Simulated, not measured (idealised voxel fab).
Process module, titled voxel quadruple lines
It is cross-section cut that appears here, measuring 275 nm in width, its square cells being 5 nm in size.
Reading order for cross-sections: top band down to bottom band. Underlying form: a grid of square cells. Band size: one or more rows of cells.
For a band, the entry starts with two heights in nm, that of the top and then that of the bottom, and carries on with the band's materials in order from left to right, each alongside its width in nm; the word "throughout" beside a single material means it fills the band edge to edge, and "empty" means empty space.
Counting heights begins at 0, where everything beneath is, in the wafer as received, one material. The lowest band has no bottom; it goes on downwards, as "0 nm and below" shows.
When a width is written as two numbers, as in "30->40", the first number is the width in the top row of cells of the band and the second is the width in its bottom row, and the width changes by the same amount from each row to the next.
Given "remains unaltered" for a step, no cell of the cross-section differs between before and after that step.
"Unvented voids" - sealed voids, min. 8 cells, no opening to top; format: width x height at distance (distance from left edge; nm throughout).
Whatever follows a step's settings on its line is a remark the simulator itself makes about that step.
overlay nm: where the mask lay relative to plan, measured to the right, on steps with a mask; negatives go left.

[The process steps that were planned are listed below]
- 1: RECEIVE | material Si
- 2: CONFORMAL_DEP | material SiO2 | thk nm 5
- 3: DIRECTIONAL_DEP | material Ru | thk nm 15
- 4: DIRECTIONAL_DEP | material polySi | thk nm 20
- 5: DIRECTIONAL_DEP | material aC | thk nm 20
- 6: PATTERN | tone cover | mask id MANDREL | material resist | width nm 30 | thk nm 30 | overlay nm 0
- 7: DIRECTIONAL_ETCH | etch materials aC | depth nm 20
- 8: STRIP | etch materials resist
- 9: CONFORMAL_DEP | material SiO2 | thk nm 10
- 10: DIRECTIONAL_ETCH | etch materials SiO2 | depth nm 10
- 11: STRIP | etch materials aC
- 12: DIRECTIONAL_ETCH | etch materials polySi | depth nm 20
- 13: STRIP | etch materials SiO2
- 14: CONFORMAL_DEP | material SiN | thk nm 10
- 15: DIRECTIONAL_ETCH | etch materials SiN | depth nm 10
- 16: STRIP | etch materials polySi
- 17: DIRECTIONAL_ETCH | etch materials Ru | depth nm 15
- 18: STRIP | etch materials SiN

[As-received state of the wafer in cross-section, equivalent to post-step 1]
0 nm and below | Si throughout
Unvented voids: none

[First wafer of two, sectioned at end of module; run went per plan]
20 nm to 5 nm | empty: 100; Ru: 10; empty: 10; Ru: 10; empty: 10; Ru: 10; empty: 10; Ru: 10; empty: 105
5 nm to 0 nm | SiO2 throughout
0 nm and below | Si throughout
Unvented voids: none

[Second of two wafers, module complete, sectioned: it shares the first wafer's start and plan but was run with one mistake]
15 nm to 0 nm | empty: 100; Ru: 10; empty: 10; Ru: 10; empty: 10; Ru: 10; empty: 10; Ru: 10; empty: 105
0 nm and below | Si throughout
Unvented voids: none
What was done differently from what was planned? it should be noted that step 2 of the plan was omitted and was not performed
Wafer comparison, final, in cells, second relative to first, materials more or fewer: 55 fewer of SiO2
